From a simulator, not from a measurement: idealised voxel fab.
process module | voxel capacitor over wiring
cross-section cut | 205 nm wide | cells 5 nm
A cross-section is a grid of square cells, given in bands from the top down. A band is one or more rows of cells.
Each band's line starts with the height of the band's top and of its bottom, in nm. Then come its materials from left to right, each with its width in nm. One material with "throughout" fills the band from edge to edge. "air" is empty space.
Height 0 is the level under which the wafer as received is all one material. The lowest band goes on downwards, as in "0 down".
A width such as "30 to 40" changes by the same amount from each row of cells to the next, from the band's top row to its bottom row.
"no change" after a step means that no cell of the cross-section changed.
closed voids: empty space of 8 cells or more with no open way to the top, each as width x height at its distance from the left edge, in nm
after a step's settings: what the simulator itself notes on the step
overlay nm, on a step with a mask: how far to the right of its planned place the mask lay; to the left if negative
plan
1 op RECEIVE | material Si
2 op CONFORMAL_DEP | material SiO2 | thk nm 10
3 op CONFORMAL_DEP | material SiCN | thk nm 5
4 op DIRECTIONAL_DEP | material SiO2 | thk nm 25
5 op MASKED_ETCH | tone open | mask id METAL_1 | width nm 20 | pitch nm 75 | etch materials SiO2 | depth nm 25 | overlay nm 0
6 op MASKED_ETCH | tone open | mask id METAL_1 | width nm 20 | pitch nm 75 | etch materials SiCN | depth nm 5 | overlay nm 0
7 op CONFORMAL_DEP | material TiN | thk nm 5
8 op FILL_DEP | material Cu | thk nm 5
9 op CMP | height nm 40
10 op CONFORMAL_DEP | material SiCN | thk nm 5
11 op DIRECTIONAL_DEP | material lowk | thk nm 20
12 op PATTERN | tone open | mask id PLUG_1 | material resist | width nm 15 | thk nm 20 | overlay nm 0
13 op DIRECTIONAL_ETCH | etch materials lowk | depth nm 20
14 op DIRECTIONAL_ETCH | etch materials SiCN | depth nm 5
15 op STRIP | etch materials resist
16 op EPI | material Ru | thk nm 10
17 op EPI | material Ru | thk nm 10
18 op EPI | material Ru | thk nm 5
19 op DIRECTIONAL_DEP | material TiN | thk nm 10
20 op DIRECTIONAL_DEP | material SiN | thk nm 5
21 op DIRECTIONAL_DEP | material TiN | thk nm 10
22 op PATTERN | tone cover | mask id UPPER_PLATE | material resist | width nm 60 | thk nm 15 | overlay nm 0
23 op DIRECTIONAL_ETCH | etch materials TiN | depth nm 10
24 op DIRECTIONAL_ETCH | etch materials SiN | depth nm 5
25 op STRIP | etch materials resist
26 op DIRECTIONAL_DEP | material aC | thk nm 15
27 op PATTERN | tone cover | mask id LOWER_PLATE | material resist | width nm 70 | thk nm 30 | overlay nm 0
28 op DIRECTIONAL_ETCH | etch materials aC | depth nm 15
29 op STRIP | etch materials resist
30 op DIRECTIONAL_ETCH | etch materials TiN | depth nm 10
31 op STRIP | etch materials aC
32 op FILL_DEP | material SiO2 | thk nm 15
33 op CMP | height nm 100
34 op PATTERN | tone open | mask id PLUG_2 | material resist | width nm 15 | thk nm 15 | overlay nm 0
35 op DIRECTIONAL_ETCH | etch materials SiO2 | depth nm 10
36 op STRIP | etch materials resist
37 op CONFORMAL_DEP | material TiN | thk nm 5
38 op FILL_DEP | material Ru | thk nm 5
39 op CMP | height nm 100
40 op CONFORMAL_DEP | material SiCN | thk nm 5
as received, after step 1
  0 down: Si throughout
  closed voids: none
a wafer at the end: this start, this plan, one mistake
  105 to 100: SiCN throughout
  100 to 95: SiO2 70 | TiN 5 | Ru 5 | TiN 5 | SiO2 120
  95 to 90: SiO2 70 | TiN 15 | SiO2 120
  90 to 80: SiO2 60 | TiN 60 | SiO2 85
  80 to 75: SiO2 60 | SiN 60 | SiO2 85
  75 to 70: SiO2 55 | TiN 70 | SiO2 80
  70 to 65: TiN throughout
  65 to 45: lowk 60 | Ru 15 | lowk 130
  45 to 40: SiCN 60 | Ru 15 | SiCN 130
  40 to 15: SiO2 55 | TiN 5 | Cu 10 | TiN 5 | SiO2 55 | TiN 5 | Cu 10 | TiN 5 | SiO2 55
  15 to 10: SiCN 55 | TiN 20 | SiCN 55 | TiN 20 | SiCN 55
  10 to 0: SiO2 throughout
  0 down: Si throughout
  closed voids: none
what went wrong: step 30 ran as: op DIRECTIONAL_ETCH | etch materials TiN | depth nm 5
